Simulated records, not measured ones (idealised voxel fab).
The document below concerns the process module designated voxel capacitor over wiring.
Square cells of 5 nm make up the cross-section cut, whose width is 220 nm.
In what follows, cross-sections appear as grids of square cells, described through bands that run from the top down, where every band is one or more rows of cells.
Top, bottom (nm), then materials left to right with widths (nm); lone material tagged "everywhere" fills the whole band edge to edge; "blank" = empty space.
Counting heights begins at 0, where everything beneath is, in the wafer as received, one material. The lowest band has no bottom; it goes on downwards, as "0 nm and below" shows.
The notation "30..40" denotes a width that varies across the rows of cells in the band, beginning at the first number in the top row, finishing at the second number in the bottom row, and changing by an identical amount from each row to the next.
"all unchanged" for a step: no cell of the cross-section changed in that step.
The entry "Closed-off voids" lists the empty spaces that cover at least 8 cells and have no open path to the top. Each is written as width x height at distance, where the distance is measured from the left edge and all three values are in nm.
If you see something after the settings on a step's line, that's the simulator's own remark about that step.
overlay nm: how far to the right of its planned place the mask lay on this masked step (negative: to the left).
For the reader: what remains of this document is a series of pairs, each showing a cross-section before one process step and a cross-section after that step which reaches down only to the lowest band that changed, with the step between them and its settings set out under the pair. It should not be assumed that a pair continues from the pair above it; the pairs can come from different runs of this module on the same starting wafer, and such continuity exists only where the entry headed "Pre-step" says so.

# Pre-step
  85 nm to 80 nm = 55 blank; 35 Al2O3; 130 blank
  80 nm to 75 nm = 55 blank; 35 TiN; 130 blank
  75 nm to 70 nm = 55 Al2O3; 35 TiN; 130 Al2O3
  70 nm to 60 nm = 55 TiN; 35 Ru; 130 TiN
  60 nm to 40 nm = 65 lowk; 15 Ru; 140 lowk
  40 nm to 35 nm = 65 SiCN; 15 Ru; 140 SiCN
  35 nm to 20 nm = 50 SiO2; 5 SiN; 25 Ru; 5 SiN; 50 SiO2; 5 SiN; 25 Ru; 5 SiN; 50 SiO2
  20 nm to 15 nm = 55 SiN; 25 TiN; 60 SiN; 25 TiN; 55 SiN
  15 nm to 0 nm = SiO2 everywhere
  0 nm and below = Si everywhere
  Closed-off voids: none

# Post-Step Appearance
  90 nm to 85 nm = 55 blank; 35 TiN; 130 blank
  85 nm to 80 nm = 55 blank; 35 Al2O3; 130 blank
  80 nm to 75 nm = TiN everywhere
  For the remainder of the cross-section, below 75, there is no change.
  Closed-off voids: none
It is this step that lies between the two cross-sections above: DIRECTIONAL_DEP with material TiN, thk nm 5

Pre-step: equal to the after panel directly above.

# Post-Step Appearance
  90 nm to 85 nm = 65 blank; 25 TiN; 130 blank
  85 nm to 80 nm = 55 blank; 35 Al2O3; 130 blank
  80 nm to 75 nm = 55 blank; 75 TiN; 90 blank
  For the remainder of the cross-section, below 75, there is no change.
  Closed-off voids: none
It is this step that lies between the two cross-sections above: MASKED_ETCH with tone cover, mask id UPPER_PLATE, width nm 65, etch materials TiN, depth nm 5, overlay nm 0

Pre-step: equal to the after panel directly above.

# Post-Step Appearance
  90 nm to 85 nm = 65 blank; 25 TiN; 130 blank
  85 nm to 80 nm = 65 blank; 25 Al2O3; 130 blank
  80 nm to 75 nm = 55 blank; 75 TiN; 90 blank
  75 nm to 70 nm = 55 blank; 35 TiN; 40 Al2O3; 90 blank
  For the remainder of the cross-section, below 70, there is no change.
  Closed-off voids: none
It is this step that lies between the two cross-sections above: MASKED_ETCH with tone cover, mask id UPPER_PLATE, width nm 65, etch materials Al2O3, depth nm 5, overlay nm 0

Pre-step: equal to the after panel directly above.

# Post-Step Appearance
  110 nm to 90 nm = 60 blank; 75 resist; 85 blank
  90 nm to 85 nm = 60 blank; 5 resist; 25 TiN; 45 resist; 85 blank
  85 nm to 80 nm = 60 blank; 5 resist; 25 Al2O3; 45 resist; 85 blank
  80 nm to 75 nm = 55 blank; 75 TiN; 5 resist; 85 blank
  75 nm to 70 nm = 55 blank; 35 TiN; 40 Al2O3; 5 resist; 85 blank
  For the remainder of the cross-section, below 70, there is no change.
  Closed-off voids: none
It is this step that lies between the two cross-sections above: PATTERN with tone cover, mask id LOWER_PLATE, material resist, width nm 75, thk nm 20, overlay nm 0

Pre-step: equal to the after panel directly above.

# Post-Step Appearance
  110 nm to 90 nm = 60 blank; 75 resist; 85 blank
  90 nm to 85 nm = 60 blank; 5 resist; 25 TiN; 45 resist; 85 blank
  85 nm to 80 nm = 60 blank; 5 resist; 25 Al2O3; 45 resist; 85 blank
  80 nm to 75 nm = 60 blank; 70 TiN; 5 resist; 85 blank
  75 nm to 70 nm = 60 blank; 30 TiN; 40 Al2O3; 5 resist; 85 blank
  70 nm to 60 nm = 55 blank; 35 Ru; 45 TiN; 85 blank
  For the remainder of the cross-section, below 60, there is no change.
  Closed-off voids: none
It is this step that lies between the two cross-sections above: DIRECTIONAL_ETCH with etch materials TiN, depth nm 10

Pre-step: equal to the after panel directly above.

# Post-Step Appearance
  90 nm to 85 nm = 65 blank; 25 TiN; 130 blank
  85 nm to 80 nm = 65 blank; 25 Al2O3; 130 blank
  80 nm to 75 nm = 60 blank; 70 TiN; 90 blank
  75 nm to 70 nm = 60 blank; 30 TiN; 40 Al2O3; 90 blank
  For the remainder of the cross-section, below 70, there is no change.
  Closed-off voids: none
It is this step that lies between the two cross-sections above: STRIP with etch materials resist

Pre-step: equal to the after panel directly above.

# Post-Step Appearance
  105 nm to 90 nm = SiO2 everywhere
  90 nm to 85 nm = 65 SiO2; 25 TiN; 130 SiO2
  85 nm to 80 nm = 65 SiO2; 25 Al2O3; 130 SiO2
  80 nm to 75 nm = 60 SiO2; 70 TiN; 90 SiO2
  75 nm to 70 nm = 60 SiO2; 30 TiN; 40 Al2O3; 90 SiO2
  70 nm to 60 nm = 55 SiO2; 35 Ru; 45 TiN; 85 SiO2
  For the remainder of the cross-section, below 60, there is no change.
  Closed-off voids: none
It is this step that lies between the two cross-sections above: FILL_DEP with material SiO2, thk nm 15

Pre-step: equal to the after panel directly above.

# Post-Step Appearance
  90 nm to 85 nm = 65 SiO2; 25 TiN; 130 SiO2
  For the remainder of the cross-section, below 85, there is no change.
  Closed-off voids: none
It is this step that lies between the two cross-sections above: CMP with height nm 90

Pre-step: equal to the after panel directly above.

# Post-Step Appearance
  100 nm to 90 nm = aC everywhere
  For the remainder of the cross-section, below 90, there is no change.
  Closed-off voids: none
It is this step that lies between the two cross-sections above: DIRECTIONAL_DEP with material aC, thk nm 10

Pre-step: equal to the after panel directly above.

# Post-Step Appearance
  130 nm to 100 nm = 75 resist; 15 blank; 130 resist
  For the remainder of the cross-section, below 100, there is no change.
  Closed-off voids: none
It is this step that lies between the two cross-sections above: PATTERN with tone open, mask id PLUG_2, material resist, width nm 15, thk nm 30, overlay nm 0

Pre-step: equal to the after panel directly above.

# Post-Step Appearance
  120 nm to 100 nm = 75 resist; 15 blank; 130 resist
  100 nm to 90 nm = 75 aC; 15 blank; 130 aC
  For the remainder of the cross-section, below 90, there is no change.
  Closed-off voids: none
It is this step that lies between the two cross-sections above: DIRECTIONAL_ETCH with etch materials aC, depth nm 10

Pre-step: equal to the after panel directly above.

# Post-Step Appearance
  100 nm to 90 nm = 75 aC; 15 blank; 130 aC
  For the remainder of the cross-section, below 90, there is no change.
  Closed-off voids: none
It is this step that lies between the two cross-sections above: STRIP with etch materials resist

Pre-step: equal to the after panel directly above.

# Post-Step Appearance
  90 nm to 85 nm = 65 SiO2; 25 TiN; 130 SiO2
  For the remainder of the cross-section, below 85, there is no change.
  Closed-off voids: none
It is this step that lies between the two cross-sections above: STRIP with etch materials aC

Pre-step: equal to the after panel directly above.

# Post-Step Appearance
  95 nm to 90 nm = TiN everywhere
  For the remainder of the cross-section, below 90, there is no change.
  Closed-off voids: none
It is this step that lies between the two cross-sections above: CONFORMAL_DEP with material TiN, thk nm 5

Pre-step: equal to the after panel directly above.

# Post-Step Appearance
  100 nm to 95 nm = W everywhere
  For the remainder of the cross-section, below 95, there is no change.
  Closed-off voids: none
It is this step that lies between the two cross-sections above: FILL_DEP with material W, thk nm 5

Pre-step: equal to the after panel directly above.

# Post-Step Appearance
  90 nm to 85 nm = 65 SiO2; 25 TiN; 130 SiO2
  For the remainder of the cross-section, below 85, there is no change.
  Closed-off voids: none
It is this step that lies between the two cross-sections above: CMP with height nm 90

Pre-step: equal to the after panel directly above.

# Post-Step Appearance
  95 nm to 90 nm = SiCN everywhere
  For the remainder of the cross-section, below 90, there is no change.
  Closed-off voids: none
It is this step that lies between the two cross-sections above: CONFORMAL_DEP with material SiCN, thk nm 5

# Pre-step
  70 nm to 60 nm = TiN everywhere
  60 nm to 40 nm = 65 lowk; 15 Ru; 140 lowk
  40 nm to 35 nm = 65 SiCN; 15 Ru; 140 SiCN
  35 nm to 20 nm = 50 SiO2; 5 SiN; 25 Ru; 5 SiN; 50 SiO2; 5 SiN; 25 Ru; 5 SiN; 50 SiO2
  20 nm to 15 nm = 55 SiN; 25 TiN; 60 SiN; 25 TiN; 55 SiN
  15 nm to 0 nm = SiO2 everywhere
  0 nm and below = Si everywhere
  Closed-off voids: none

# Post-Step Appearance
  75 nm to 60 nm = TiN everywhere
  For the remainder of the cross-section, below 60, there is no change.
  Closed-off voids: none
It is this step that lies between the two cross-sections above: DIRECTIONAL_DEP with material TiN, thk nm 5

Pre-step: equal to the after panel directly above.

# Post-Step Appearance
  80 nm to 75 nm = Al2O3 everywhere
  For the remainder of the cross-section, below 75, there is no change.
  Closed-off voids: none
It is this step that lies between the two cross-sections above: DIRECTIONAL_DEP with material Al2O3, thk nm 5

Pre-step: equal to the after panel directly above.

# Post-Step Appearance
  80 nm to 75 nm = 65 blank; 65 Al2O3; 90 blank
  For the remainder of the cross-section, below 75, there is no change.
  Closed-off voids: none
It is this step that lies between the two cross-sections above: MASKED_ETCH with tone cover, mask id UPPER_PLATE, width nm 65, etch materials Al2O3, depth nm 5, overlay nm 0

Pre-step: equal to the after panel directly above.

# Post-Step Appearance
  100 nm to 80 nm = 60 blank; 75 resist; 85 blank
  80 nm to 75 nm = 60 blank; 5 resist; 65 Al2O3; 5 resist; 85 blank
  For the remainder of the cross-section, below 75, there is no change.
  Closed-off voids: none
It is this step that lies between the two cross-sections above: PATTERN with tone cover, mask id LOWER_PLATE, material resist, width nm 75, thk nm 20, overlay nm 0

Pre-step: equal to the after panel directly above.

# Post-Step Appearance
  100 nm to 80 nm = 60 blank; 75 resist; 85 blank
  80 nm to 75 nm = 60 blank; 5 resist; 65 Al2O3; 5 resist; 85 blank
  75 nm to 65 nm = 60 blank; 75 TiN; 85 blank
  For the remainder of the cross-section, below 65, there is no change.
  Closed-off voids: none
It is this step that lies between the two cross-sections above: DIRECTIONAL_ETCH with etch materials TiN, depth nm 10

Pre-step: equal to the after panel directly above.

# Post-Step Appearance
  80 nm to 75 nm = 65 blank; 65 Al2O3; 90 blank
  For the remainder of the cross-section, below 75, there is no change.
  Closed-off voids: none
It is this step that lies between the two cross-sections above: STRIP with etch materials resist

Pre-step: equal to the after panel directly above.

# Post-Step Appearance
  95 nm to 80 nm = SiO2 everywhere
  80 nm to 75 nm = 65 SiO2; 65 Al2O3; 90 SiO2
  75 nm to 65 nm = 60 SiO2; 75 TiN; 85 SiO2
  For the remainder of the cross-section, below 65, there is no change.
  Closed-off voids: none
It is this step that lies between the two cross-sections above: FILL_DEP with material SiO2, thk nm 15

Pre-step: equal to the after panel directly above.

# Post-Step Appearance
  90 nm to 80 nm = SiO2 everywhere
  For the remainder of the cross-section, below 80, there is no change.
  Closed-off voids: none
It is this step that lies between the two cross-sections above: CMP with height nm 90

Pre-step: equal to the after panel directly above.

# Post-Step Appearance
  100 nm to 90 nm = aC everywhere
  For the remainder of the cross-section, below 90, there is no change.
  Closed-off voids: none
It is this step that lies between the two cross-sections above: DIRECTIONAL_DEP with material aC, thk nm 10

Pre-step: equal to the after panel directly above.

# Post-Step Appearance
  130 nm to 100 nm = 75 resist; 15 blank; 130 resist
  For the remainder of the cross-section, below 100, there is no change.
  Closed-off voids: none
It is this step that lies between the two cross-sections above: PATTERN with tone open, mask id PLUG_2, material resist, width nm 15, thk nm 30, overlay nm 0

Pre-step: equal to the after panel directly above.

# Post-Step Appearance
  120 nm to 100 nm = 75 resist; 15 blank; 130 resist
  100 nm to 90 nm = 75 aC; 15 blank; 130 aC
  For the remainder of the cross-section, below 90, there is no change.
  Closed-off voids: none
It is this step that lies between the two cross-sections above: DIRECTIONAL_ETCH with etch materials aC, depth nm 10

Pre-step: equal to the after panel directly above.

# Post-Step Appearance
  100 nm to 90 nm = 75 aC; 15 blank; 130 aC
  For the remainder of the cross-section, below 90, there is no change.
  Closed-off voids: none
It is this step that lies between the two cross-sections above: STRIP with etch materials resist

Pre-step: equal to the after panel directly above.

# Post-Step Appearance
  100 nm to 90 nm = 75 aC; 15 blank; 130 aC
  90 nm to 80 nm = 75 SiO2; 15 blank; 130 SiO2
  For the remainder of the cross-section, below 80, there is no change.
  Closed-off voids: none
It is this step that lies between the two cross-sections above: DIRECTIONAL_ETCH with etch materials SiO2, depth nm 10

Pre-step: equal to the after panel directly above.

# Post-Step Appearance
  90 nm to 80 nm = 75 SiO2; 15 blank; 130 SiO2
  For the remainder of the cross-section, below 80, there is no change.
  Closed-off voids: none
It is this step that lies between the two cross-sections above: STRIP with etch materials aC

Pre-step: equal to the after panel directly above.

# Post-Step Appearance
  95 nm to 90 nm = 80 TiN; 5 blank; 135 TiN
  90 nm to 85 nm = 75 SiO2; 5 TiN; 5 blank; 5 TiN; 130 SiO2
  85 nm to 80 nm = 75 SiO2; 15 TiN; 130 SiO2
  For the remainder of the cross-section, below 80, there is no change.
  Closed-off voids: none
It is this step that lies between the two cross-sections above: CONFORMAL_DEP with material TiN, thk nm 5

Pre-step: equal to the after panel directly above.

# Post-Step Appearance
  100 nm to 95 nm = W everywhere
  95 nm to 90 nm = 80 TiN; 5 W; 135 TiN
  90 nm to 85 nm = 75 SiO2; 5 TiN; 5 W; 5 TiN; 130 SiO2
  For the remainder of the cross-section, below 85, there is no change.
  Closed-off voids: none
It is this step that lies between the two cross-sections above: FILL_DEP with material W, thk nm 5

Pre-step: equal to the after panel directly above.

# Post-Step Appearance
  90 nm to 85 nm = 75 SiO2; 5 TiN; 5 W; 5 TiN; 130 SiO2
  For the remainder of the cross-section, below 85, there is no change.
  Closed-off voids: none
It is this step that lies between the two cross-sections above: CMP with height nm 90

Pre-step: equal to the after panel directly above.

# Post-Step Appearance
  95 nm to 90 nm = SiCN everywhere
  For the remainder of the cross-section, below 90, there is no change.
  Closed-off voids: none
It is this step that lies between the two cross-sections above: CONFORMAL_DEP with material SiCN, thk nm 5

# Pre-step
  45 nm to 40 nm = SiO2 everywhere
  40 nm to 35 nm = 50 SiO2; 35 SiN; 50 SiO2; 35 SiN; 50 SiO2
  35 nm to 20 nm = 50 SiO2; 5 SiN; 25 Ru; 5 SiN; 50 SiO2; 5 SiN; 25 Ru; 5 SiN; 50 SiO2
  20 nm to 15 nm = 55 SiN; 25 TiN; 60 SiN; 25 TiN; 55 SiN
  15 nm to 0 nm = SiO2 everywhere
  0 nm and below = Si everywhere
  Closed-off voids: none

# Post-Step Appearance
  40 nm to 35 nm = 50 SiO2; 35 SiN; 50 SiO2; 35 SiN; 50 SiO2
  For the remainder of the cross-section, below 35, there is no change.
  Closed-off voids: none
It is this step that lies between the two cross-sections above: CMP with height nm 40

Pre-step: equal to the after panel directly above.

# Post-Step Appearance
  45 nm to 40 nm = SiCN everywhere
  For the remainder of the cross-section, below 40, there is no change.
  Closed-off voids: none
It is this step that lies between the two cross-sections above: CONFORMAL_DEP with material SiCN, thk nm 5

Pre-step: equal to the after panel directly above.

# Post-Step Appearance
  65 nm to 45 nm = lowk everywhere
  For the remainder of the cross-section, below 45, there is no change.
  Closed-off voids: none
It is this step that lies between the two cross-sections above: DIRECTIONAL_DEP with material lowk, thk nm 20

Pre-step: equal to the after panel directly above.

# Post-Step Appearance
  80 nm to 65 nm = 65 resist; 15 blank; 140 resist
  For the remainder of the cross-section, below 65, there is no change.
  Closed-off voids: none
It is this step that lies between the two cross-sections above: PATTERN with tone open, mask id PLUG_1, material resist, width nm 15, thk nm 15, overlay nm 0

Pre-step: equal to the after panel directly above.

# Post-Step Appearance
  80 nm to 65 nm = 65 resist; 15 blank; 140 resist
  65 nm to 45 nm = 65 lowk; 15 blank; 140 lowk
  For the remainder of the cross-section, below 45, there is no change.
  Closed-off voids: none
It is this step that lies between the two cross-sections above: DIRECTIONAL_ETCH with etch materials lowk, depth nm 20

Pre-step: equal to the after panel directly above.

# Post-Step Appearance
  80 nm to 65 nm = 65 resist; 15 blank; 140 resist
  65 nm to 45 nm = 65 lowk; 15 blank; 140 lowk
  45 nm to 40 nm = 65 SiCN; 15 blank; 140 SiCN
  For the remainder of the cross-section, below 40, there is no change.
  Closed-off voids: none
It is this step that lies between the two cross-sections above: DIRECTIONAL_ETCH with etch materials SiCN, depth nm 5

Pre-step: equal to the after panel directly above.

# Post-Step Appearance
  65 nm to 45 nm = 65 lowk; 15 blank; 140 lowk
  For the remainder of the cross-section, below 45, there is no change.
  Closed-off voids: none
It is this step that lies between the two cross-sections above: STRIP with etch materials resist

Pre-step: equal to the after panel directly above.

# Post-Step Appearance
  75 nm to 65 nm = 65 TiN; 15 blank; 140 TiN
  65 nm to 50 nm = 65 lowk; 15 blank; 140 lowk
  50 nm to 45 nm = 65 lowk; 15 TiN; 140 lowk
  45 nm to 40 nm = 65 SiCN; 15 TiN; 140 SiCN
  For the remainder of the cross-section, below 40, there is no change.
  Closed-off voids: none
It is this step that lies between the two cross-sections above: DIRECTIONAL_DEP with material TiN, thk nm 10

Pre-step: equal to the after panel directly above.

# Post-Step Appearance
  80 nm to 75 nm = 65 Al2O3; 15 blank; 140 Al2O3
  75 nm to 65 nm = 65 TiN; 15 blank; 140 TiN
  65 nm to 55 nm = 65 lowk; 15 blank; 140 lowk
  55 nm to 50 nm = 65 lowk; 15 Al2O3; 140 lowk
  For the remainder of the cross-section, below 50, there is no change.
  Closed-off voids: none
It is this step that lies between the two cross-sections above: DIRECTIONAL_DEP with material Al2O3, thk nm 5

Pre-step: equal to the after panel directly above.

# Post-Step Appearance
  85 nm to 80 nm = 65 TiN; 15 blank; 140 TiN
  80 nm to 75 nm = 65 Al2O3; 15 blank; 140 Al2O3
  75 nm to 65 nm = 65 TiN; 15 blank; 140 TiN
  65 nm to 60 nm = 65 lowk; 15 blank; 140 lowk
  60 nm to 55 nm = 65 lowk; 15 TiN; 140 lowk
  For the remainder of the cross-section, below 55, there is no change.
  Closed-off voids: none
It is this step that lies between the two cross-sections above: DIRECTIONAL_DEP with material TiN, thk nm 5

Pre-step: equal to the after panel directly above.

# Post-Step Appearance
  85 nm to 80 nm = 80 blank; 50 TiN; 90 blank
  For the remainder of the cross-section, below 80, there is no change.
  Closed-off voids: none
It is this step that lies between the two cross-sections above: MASKED_ETCH with tone cover, mask id UPPER_PLATE, width nm 65, etch materials TiN, depth nm 5, overlay nm 0

Pre-step: equal to the after panel directly above.

# Post-Step Appearance
  85 nm to 80 nm = 80 blank; 50 TiN; 90 blank
  80 nm to 75 nm = 80 blank; 50 Al2O3; 90 blank
  For the remainder of the cross-section, below 75, there is no change.
  Closed-off voids: none
It is this step that lies between the two cross-sections above: MASKED_ETCH with tone cover, mask id UPPER_PLATE, width nm 65, etch materials Al2O3, depth nm 5, overlay nm 0

Pre-step: equal to the after panel directly above.

# Post-Step Appearance
  105 nm to 85 nm = 60 blank; 75 resist; 85 blank
  85 nm to 80 nm = 60 blank; 20 resist; 50 TiN; 5 resist; 85 blank
  80 nm to 75 nm = 60 blank; 20 resist; 50 Al2O3; 5 resist; 85 blank
  75 nm to 65 nm = 65 TiN; 15 resist; 140 TiN
  65 nm to 60 nm = 65 lowk; 15 resist; 140 lowk
  For the remainder of the cross-section, below 60, there is no change.
  Closed-off voids: none
It is this step that lies between the two cross-sections above: PATTERN with tone cover, mask id LOWER_PLATE, material resist, width nm 75, thk nm 20, overlay nm 0

Pre-step: equal to the after panel directly above.

# Post-Step Appearance
  105 nm to 85 nm = 60 blank; 75 resist; 85 blank
  85 nm to 80 nm = 60 blank; 20 resist; 50 TiN; 5 resist; 85 blank
  80 nm to 75 nm = 60 blank; 20 resist; 50 Al2O3; 5 resist; 85 blank
  75 nm to 65 nm = 60 blank; 5 TiN; 15 resist; 55 TiN; 85 blank
  For the remainder of the cross-section, below 65, there is no change.
  Closed-off voids: none
It is this step that lies between the two cross-sections above: DIRECTIONAL_ETCH with etch materials TiN, depth nm 10

Pre-step: equal to the after panel directly above.

# Post-Step Appearance
  85 nm to 80 nm = 80 blank; 50 TiN; 90 blank
  80 nm to 75 nm = 80 blank; 50 Al2O3; 90 blank
  75 nm to 65 nm = 60 blank; 5 TiN; 15 blank; 55 TiN; 85 blank
  65 nm to 60 nm = 65 lowk; 15 blank; 140 lowk
  For the remainder of the cross-section, below 60, there is no change.
  Closed-off voids: none
It is this step that lies between the two cross-sections above: STRIP with etch materials resist

Pre-step: equal to the after panel directly above.

# Post-Step Appearance
  100 nm to 85 nm = SiO2 everywhere
  85 nm to 80 nm = 80 SiO2; 50 TiN; 90 SiO2
  80 nm to 75 nm = 80 SiO2; 50 Al2O3; 90 SiO2
  75 nm to 65 nm = 60 SiO2; 5 TiN; 15 SiO2; 55 TiN; 85 SiO2
  65 nm to 60 nm = 65 lowk; 15 SiO2; 140 lowk
  For the remainder of the cross-section, below 60, there is no change.
  Closed-off voids: none
It is this step that lies between the two cross-sections above: FILL_DEP with material SiO2, thk nm 15

Pre-step: equal to the after panel directly above.

# Post-Step Appearance
  90 nm to 85 nm = SiO2 everywhere
  For the remainder of the cross-section, below 85, there is no change.
  Closed-off voids: none
It is this step that lies between the two cross-sections above: CMP with height nm 90

Pre-step: equal to the after panel directly above.

# Post-Step Appearance
  100 nm to 90 nm = aC everywhere
  For the remainder of the cross-section, below 90, there is no change.
  Closed-off voids: none
It is this step that lies between the two cross-sections above: DIRECTIONAL_DEP with material aC, thk nm 10

Pre-step: equal to the after panel directly above.

# Post-Step Appearance
  130 nm to 100 nm = 75 resist; 15 blank; 130 resist
  For the remainder of the cross-section, below 100, there is no change.
  Closed-off voids: none
It is this step that lies between the two cross-sections above: PATTERN with tone open, mask id PLUG_2, material resist, width nm 15, thk nm 30, overlay nm 0

Pre-step: equal to the after panel directly above.

# Post-Step Appearance
  120 nm to 100 nm = 75 resist; 15 blank; 130 resist
  100 nm to 90 nm = 75 aC; 15 blank; 130 aC
  For the remainder of the cross-section, below 90, there is no change.
  Closed-off voids: none
It is this step that lies between the two cross-sections above: DIRECTIONAL_ETCH with etch materials aC, depth nm 10

Pre-step: equal to the after panel directly above.

# Post-Step Appearance
  100 nm to 90 nm = 75 aC; 15 blank; 130 aC
  For the remainder of the cross-section, below 90, there is no change.
  Closed-off voids: none
It is this step that lies between the two cross-sections above: STRIP with etch materials resist

Pre-step: equal to the after panel directly above.

# Post-Step Appearance
  100 nm to 90 nm = 75 aC; 15 blank; 130 aC
  90 nm to 85 nm = 75 SiO2; 15 blank; 130 SiO2
  85 nm to 80 nm = 75 SiO2; 5 blank; 50 TiN; 90 SiO2
  For the remainder of the cross-section, below 80, there is no change.
  Closed-off voids: none
It is this step that lies between the two cross-sections above: DIRECTIONAL_ETCH with etch materials SiO2, depth nm 10

Pre-step: equal to the after panel directly above.

# Post-Step Appearance
  90 nm to 85 nm = 75 SiO2; 15 blank; 130 SiO2
  For the remainder of the cross-section, below 85, there is no change.
  Closed-off voids: none
It is this step that lies between the two cross-sections above: STRIP with etch materials aC

Pre-step: equal to the after panel directly above.

# Post-Step Appearance
  95 nm to 90 nm = 80 TiN; 5 blank; 135 TiN
  90 nm to 80 nm = 75 SiO2; 15..55 TiN; 130..90 SiO2
  For the remainder of the cross-section, below 80, there is no change.
  Closed-off voids: none
It is this step that lies between the two cross-sections above: CONFORMAL_DEP with material TiN, thk nm 5

Pre-step: equal to the after panel directly above.

# Post-Step Appearance
  100 nm to 95 nm = W everywhere
  95 nm to 90 nm = 80 TiN; 5 W; 135 TiN
  For the remainder of the cross-section, below 90, there is no change.
  Closed-off voids: none
It is this step that lies between the two cross-sections above: FILL_DEP with material W, thk nm 5

Pre-step: equal to the after panel directly above.

# Post-Step Appearance
  90 nm to 80 nm = 75 SiO2; 15..55 TiN; 130..90 SiO2
  For the remainder of the cross-section, below 80, there is no change.
  Closed-off voids: none
It is this step that lies between the two cross-sections above: CMP with height nm 90

Pre-step: equal to the after panel directly above.

# Post-Step Appearance
  95 nm to 90 nm = SiCN everywhere
  For the remainder of the cross-section, below 90, there is no change.
  Closed-off voids: none
It is this step that lies between the two cross-sections above: CONFORMAL_DEP with material SiCN, thk nm 5

# Pre-step
  45 nm to 35 nm = aC everywhere
  35 nm to 20 nm = Ru everywhere
  20 nm to 15 nm = TiN everywhere
  15 nm to 0 nm = SiO2 everywhere
  0 nm and below = Si everywhere
  Closed-off voids: none

# Post-Step Appearance
  75 nm to 45 nm = 55 blank; 30 resist; 55 blank; 30 resist; 50 blank
  For the remainder of the cross-section, below 45, there is no change.
  Closed-off voids: none
It is this step that lies between the two cross-sections above: PATTERN with tone cover, mask id METAL_1, material resist, width nm 30, pitch nm 85, thk nm 30, overlay nm 0

Pre-step: equal to the after panel directly above.

# Post-Step Appearance
  65 nm to 45 nm = 55 blank; 30 resist; 55 blank; 30 resist; 50 blank
  45 nm to 35 nm = 55 blank; 30 aC; 55 blank; 30 aC; 50 blank
  For the remainder of the cross-section, below 35, there is no change.
  Closed-off voids: none
It is this step that lies between the two cross-sections above: DIRECTIONAL_ETCH with etch materials aC, depth nm 10

Pre-step: equal to the after panel directly above.

# Post-Step Appearance
  45 nm to 35 nm = 55 blank; 30 aC; 55 blank; 30 aC; 50 blank
  For the remainder of the cross-section, below 35, there is no change.
  Closed-off voids: none
It is this step that lies between the two cross-sections above: STRIP with etch materials resist

Pre-step: equal to the after panel directly above.

# Post-Step Appearance
  45 nm to 35 nm = 55 blank; 30 aC; 55 blank; 30 aC; 50 blank
  35 nm to 20 nm = 55 blank; 30 Ru; 55 blank; 30 Ru; 50 blank
  For the remainder of the cross-section, below 20, there is no change.
  Closed-off voids: none
It is this step that lies between the two cross-sections above: DIRECTIONAL_ETCH with etch materials Ru, depth nm 15

Pre-step: equal to the after panel directly above.

# Post-Step Appearance
  45 nm to 35 nm = 55 blank; 30 aC; 55 blank; 30 aC; 50 blank
  35 nm to 20 nm = 55 blank; 30 Ru; 55 blank; 30 Ru; 50 blank
  20 nm to 15 nm = 55 blank; 30 TiN; 55 blank; 30 TiN; 50 blank
  For the remainder of the cross-section, below 15, there is no change.
  Closed-off voids: none
It is this step that lies between the two cross-sections above: DIRECTIONAL_ETCH with etch materials TiN, depth nm 5

Pre-step: equal to the after panel directly above.

# Post-Step Appearance
  35 nm to 20 nm = 55 blank; 30 Ru; 55 blank; 30 Ru; 50 blank
  For the remainder of the cross-section, below 20, there is no change.
  Closed-off voids: none
It is this step that lies between the two cross-sections above: STRIP with etch materials aC

Pre-step: equal to the after panel directly above.

# Post-Step Appearance
  40 nm to 35 nm = 50 blank; 40 SiN; 45 blank; 40 SiN; 45 blank
  35 nm to 20 nm = 50 blank; 5 SiN; 30 Ru; 5 SiN; 45 blank; 5 SiN; 30 Ru; 5 SiN; 45 blank
  20 nm to 15 nm = 55 SiN; 30 TiN; 55 SiN; 30 TiN; 50 SiN
  For the remainder of the cross-section, below 15, there is no change.
  Closed-off voids: none
It is this step that lies between the two cross-sections above: CONFORMAL_DEP with material SiN, thk nm 5

Pre-step: equal to the after panel directly above.

# Post-Step Appearance
  45 nm to 40 nm = SiO2 everywhere
  40 nm to 35 nm = 50 SiO2; 40 SiN; 45 SiO2; 40 SiN; 45 SiO2
  35 nm to 20 nm = 50 SiO2; 5 SiN; 30 Ru; 5 SiN; 45 SiO2; 5 SiN; 30 Ru; 5 SiN; 45 SiO2
  For the remainder of the cross-section, below 20, there is no change.
  Closed-off voids: none
It is this step that lies between the two cross-sections above: FILL_DEP with material SiO2, thk nm 5

Pre-step: equal to the after panel directly above.

# Post-Step Appearance
  35 nm to 20 nm = 50 SiO2; 5 SiN; 30 Ru; 5 SiN; 45 SiO2; 5 SiN; 30 Ru; 5 SiN; 45 SiO2
  For the remainder of the cross-section, below 20, there is no change.
  Closed-off voids: none
It is this step that lies between the two cross-sections above: CMP with height nm 35

Pre-step: equal to the after panel directly above.

# Post-Step Appearance
  40 nm to 35 nm = SiCN everywhere
  For the remainder of the cross-section, below 35, there is no change.
  Closed-off voids: none
It is this step that lies between the two cross-sections above: CONFORMAL_DEP with material SiCN, thk nm 5

Pre-step: equal to the after panel directly above.

# Post-Step Appearance
  60 nm to 40 nm = lowk everywhere
  For the remainder of the cross-section, below 40, there is no change.
  Closed-off voids: none
It is this step that lies between the two cross-sections above: DIRECTIONAL_DEP with material lowk, thk nm 20

Pre-step: equal to the after panel directly above.

# Post-Step Appearance
  75 nm to 60 nm = 65 resist; 15 blank; 140 resist
  For the remainder of the cross-section, below 60, there is no change.
  Closed-off voids: none
It is this step that lies between the two cross-sections above: PATTERN with tone open, mask id PLUG_1, material resist, width nm 15, thk nm 15, overlay nm 0

Pre-step: equal to the after panel directly above.

# Post-Step Appearance
  75 nm to 60 nm = 65 resist; 15 blank; 140 resist
  60 nm to 40 nm = 65 lowk; 15 blank; 140 lowk
  For the remainder of the cross-section, below 40, there is no change.
  Closed-off voids: none
It is this step that lies between the two cross-sections above: DIRECTIONAL_ETCH with etch materials lowk, depth nm 20

Pre-step: equal to the after panel directly above.

# Post-Step Appearance
  75 nm to 60 nm = 65 resist; 15 blank; 140 resist
  60 nm to 40 nm = 65 lowk; 15 blank; 140 lowk
  40 nm to 35 nm = 65 SiCN; 15 blank; 140 SiCN
  For the remainder of the cross-section, below 35, there is no change.
  Closed-off voids: none
It is this step that lies between the two cross-sections above: DIRECTIONAL_ETCH with etch materials SiCN, depth nm 5

Pre-step: equal to the after panel directly above.

# Post-Step Appearance
  60 nm to 40 nm = 65 lowk; 15 blank; 140 lowk
  For the remainder of the cross-section, below 40, there is no change.
  Closed-off voids: none
It is this step that lies between the two cross-sections above: STRIP with etch materials resist
